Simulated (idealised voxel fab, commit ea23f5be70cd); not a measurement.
Name of the process module below: voxel transistor to metal
It is cross-section cut that appears here, measuring 195 nm in width, its square cells being 5 nm in size.
We lay out every cross-section as a grid of square cells and spell it out in bands from the top down, where one band means one or more rows of cells.
Quick guide to a band line: top height, bottom height (nm) up front; then every material left to right with its width in nm. Only one material and it's marked "all across"? Then it fills the band edge to edge. And "blank" just means empty space.
Height 0 is the level under which the wafer as received is all one material. The lowest band goes on downwards, as in "0 nm and below".
Quick explanation for "30->40": the width changes in equal steps down the rows of cells, from the first number in the band's top row to the second number in its bottom row.
A step reported as "no change occurred" is a step in which no cell of the cross-section changed.
Voids not open to the top, 8 cells minimum: see "Closed void catalog". Written width x height at distance; distance is from the left edge; nm.
Formally, on a step line, whatever follows the settings is a remark that the simulator itself makes on the step.
overlay nm: where the mask lay relative to plan, measured to the right, on steps with a mask; negatives go left.
[Here's what the planned process steps look like]
step 1: RECEIVE (material Si)
step 2: OXIDIZE (depth nm 5)
step 3: CONFORMAL_DEP (material SiN; thk nm 10)
step 4: MASKED_ETCH (tone cover; mask id ACTIVE; width nm 115; etch materials SiN; depth nm 10; overlay nm 0)
step 5: MASKED_ETCH (tone cover; mask id ACTIVE; width nm 115; etch materials SiO2; depth nm 5; overlay nm 0)
step 6: MASKED_ETCH (tone cover; mask id ACTIVE; width nm 115; etch materials Si; depth nm 30; overlay nm 0)
step 7: FILL_DEP (material SiO2; thk nm 15)
step 8: CMP (height nm 10)
step 9: SELECTIVE_ETCH (etch materials SiO2; depth nm 10)
step 10: STRIP (etch materials SiN)
step 11: SELECTIVE_ETCH (etch materials SiO2; depth nm 5)
step 12: OXIDIZE (depth nm 5)
step 13: DIRECTIONAL_DEP (material polySi; thk nm 25)
step 14: DIRECTIONAL_DEP (material SiCN; thk nm 15)
step 15: PATTERN (tone cover; mask id GATE; material resist; width nm 35; thk nm 15; overlay nm 0)
step 16: DIRECTIONAL_ETCH (etch materials SiCN; depth nm 25)
step 17: DIRECTIONAL_ETCH (etch materials polySi; depth nm 35)
step 18: STRIP (etch materials resist)
step 19: CONFORMAL_DEP (material SiN; thk nm 10)
step 20: DIRECTIONAL_ETCH (etch materials SiN; depth nm 10)
step 21: DIRECTIONAL_ETCH (etch materials SiO2; depth nm 5)
step 22: EPI (material SiGe; thk nm 5)
step 23: FILL_DEP (material SiO2; thk nm 5)
step 24: CMP (height nm 20)
step 25: STRIP (etch materials polySi)
step 26: SELECTIVE_ETCH (etch materials SiO2; depth nm 5)
step 27: CONFORMAL_DEP (material HfO2; thk nm 5)
step 28: CONFORMAL_DEP (material TiN; thk nm 5)
step 29: FILL_DEP (material W; thk nm 10)
step 30: CMP (height nm 15)
step 31: DIRECTIONAL_DEP (material SiO2; thk nm 10)
step 32: MASKED_ETCH (tone open; mask id CONTACT; width nm 15; pitch nm 80; etch materials SiO2; depth nm 30; overlay nm 0)
step 33: CONFORMAL_DEP (material TiN; thk nm 5)
step 34: FILL_DEP (material W; thk nm 10)
step 35: CMP (height nm 25)
step 36: CONFORMAL_DEP (material SiCN; thk nm 5)
step 37: DIRECTIONAL_DEP (material SiO2; thk nm 15)
step 38: MASKED_ETCH (tone open; mask id METAL_1; width nm 15; pitch nm 80; etch materials SiO2; depth nm 15; overlay nm 0)
step 39: MASKED_ETCH (tone open; mask id METAL_1; width nm 15; pitch nm 80; etch materials SiCN; depth nm 5; overlay nm 0)
step 40: CONFORMAL_DEP (material TiN; thk nm 5)
step 41: FILL_DEP (material W; thk nm 10)
step 42: CMP (height nm 45)
step 43: CONFORMAL_DEP (material SiCN; thk nm 5)
step 44: DIRECTIONAL_DEP (material SiO2; thk nm 35)
step 45: MASKED_ETCH (tone open; mask id METAL_2; width nm 15; pitch nm 80; etch materials SiO2; depth nm 20; overlay nm 0)
step 46: DIRECTIONAL_DEP (material aC; thk nm 15)
step 47: PATTERN (tone open; mask id METAL_2_HOLES; material resist; width nm 15; pitch nm 80; thk nm 30; overlay nm 0)
step 48: DIRECTIONAL_ETCH (etch materials aC; depth nm 15)
step 49: STRIP (etch materials resist)
step 50: DIRECTIONAL_ETCH (etch materials SiO2; depth nm 15)
step 51: DIRECTIONAL_ETCH (etch materials SiCN; depth nm 5)
step 52: STRIP (etch materials aC)
step 53: CONFORMAL_DEP (material TiN; thk nm 5)
step 54: FILL_DEP (material Ru; thk nm 10)
step 55: CMP (height nm 85)
step 56: CONFORMAL_DEP (material SiN; thk nm 5)
[Cross-sectional view of the wafer in its as-received condition, corresponding to the state after step 1]
0 nm and below = Si all across
Closed void catalog: none
[first wafer at the end, as planned]
90 nm to 85 nm = SiN all across
85 nm to 50 nm = SiO2 (50), TiN (5), Ru (5), TiN (5), SiO2 (65), TiN (5), Ru (5), TiN (5), SiO2 (50)
50 nm to 45 nm = SiCN (50), TiN (15), SiCN (65), TiN (15), SiCN (50)
45 nm to 30 nm = SiO2 (50), TiN (5), W (5), TiN (5), SiO2 (65), TiN (5), W (5), TiN (5), SiO2 (50)
30 nm to 25 nm = SiCN (50), TiN (15), SiCN (65), TiN (15), SiCN (50)
25 nm to 15 nm = SiO2 (50), TiN (5), W (5), TiN (5), SiO2 (65), TiN (5), W (5), TiN (5), SiO2 (50)
15 nm to 0 nm = SiO2 (50), TiN (5), W (5), TiN (5), SiO2 (5), SiN (10), HfO2 (5), TiN (5), W (15), TiN (5), HfO2 (5), SiN (10), SiO2 (5), TiN (5), W (5), TiN (5), SiO2 (50)
0 nm to -5 nm = SiO2 (50), TiN (15), SiO2 (5), SiN (10), HfO2 (5), TiN (25), HfO2 (5), SiN (10), SiO2 (5), TiN (15), SiO2 (50)
-5 nm to -10 nm = SiO2 (35), SiGe (35), SiO2 (5), HfO2 (45), SiO2 (5), SiGe (35), SiO2 (35)
-10 nm to -35 nm = SiO2 (40), Si (115), SiO2 (40)
-35 nm and below = Si all across
Closed void catalog: none
[Module end: cross-section of wafer two of two. Same start and process plan as the first wafer. One mistake during execution]
90 nm to 85 nm = SiN all across
85 nm to 50 nm = SiO2 (50), TiN (5), Ru (5), TiN (5), SiO2 (65), TiN (5), Ru (5), TiN (5), SiO2 (50)
50 nm to 40 nm = SiCN (50), TiN (15), SiCN (65), TiN (15), SiCN (50)
40 nm to 30 nm = W all across
30 nm to 25 nm = TiN (55), W (5), TiN (75), W (5), TiN (55)
25 nm to 15 nm = SiO2 (50), TiN (5), W (5), TiN (5), SiO2 (65), TiN (5), W (5), TiN (5), SiO2 (50)
15 nm to 0 nm = SiO2 (50), TiN (5), W (5), TiN (5), SiO2 (5), SiN (10), HfO2 (5), TiN (5), W (15), TiN (5), HfO2 (5), SiN (10), SiO2 (5), TiN (5), W (5), TiN (5), SiO2 (50)
0 nm to -5 nm = SiO2 (50), TiN (15), SiO2 (5), SiN (10), HfO2 (5), TiN (25), HfO2 (5), SiN (10), SiO2 (5), TiN (15), SiO2 (50)
-5 nm to -10 nm = SiO2 (35), SiGe (35), SiO2 (5), HfO2 (45), SiO2 (5), SiGe (35), SiO2 (35)
-10 nm to -35 nm = SiO2 (40), Si (115), SiO2 (40)
-35 nm and below = Si all across
Closed void catalog: none
Nonconformance to the process plan: step 35 was left out
At the finish, the second wafer shows more or fewer cells for some materials than the first does: SiO2 -99; TiN +25; W +74
